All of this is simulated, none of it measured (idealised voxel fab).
Process module name: voxel trench capacitor
Cross-section cut spans 160 nm and uses square cells 5 nm in size.
Cross-section, as written here: a square-cell grid given band by band from the top down, where a band holds one or more rows of cells. The band entry comprises the height of the band's top followed by the height of its bottom, expressed in nm, and subsequently the band's materials from left to right, each stated together with its width in nm. Where a single material is marked with the word "everywhere", that material fills the band from edge to edge. The word "air" represents empty space. Height reference: 0 = level under which incoming wafer is all one material. Lowest band: no bottom, runs on downward, e.g. "top 0, no bottom". A width given as "30->40" starts at the first number in the band's top row and ends at the second number in its bottom row, shifting by an equal amount at every step from row to row. Where a step carries "remained the same", the cross-section came out of it unchanged, cell for cell. In "Sealed internal cavities" the enclosed voids are listed, meaning empty spaces of 8 cells or larger without any opening to the top. The form is width x height at distance, distance from the left edge, units nm. Note: text after step settings on the step line = simulator remark on that step. overlay nm: on a step with a mask, how far right of its planned place the mask lay; negative means left.
### Listed below are the process steps as planned
1: RECEIVE | material Si
2: CONFORMAL_DEP | material SiN | thk nm 10
3: PATTERN | tone open | mask id TRENCH | material resist | width nm 15 | pitch nm 40 | thk nm 20 | overlay nm 0
4: DIRECTIONAL_ETCH | etch materials SiN | depth nm 10
5: DIRECTIONAL_ETCH | etch materials Si | depth nm 35
6: STRIP | etch materials resist
7: CONFORMAL_DEP | material Al2O3 | thk nm 5
8: FILL_DEP | material polySi | thk nm 10
9: CMP | height nm 10
The wafers are alike at the start. At step 3, their width nm differs. The plan lists the first wafer's value.
### first wafer as received, after step 1
> top 0, no bottom | Si everywhere
> Sealed internal cavities: none
### Where each wafer stands at the end of the module, a row apiece: cells of each material gained (+) or lost (-) since it was received, then closed voids
width nm 15, +38 Al2O3, -42 Si, +52 SiN, +16 polySi, Sealed internal cavities: none
width nm 20, +40 Al2O3, -56 Si, +48 SiN, +32 polySi, Sealed internal cavities: none
width nm 25, +42 Al2O3, -70 Si, +44 SiN, +48 polySi, Sealed internal cavities: none
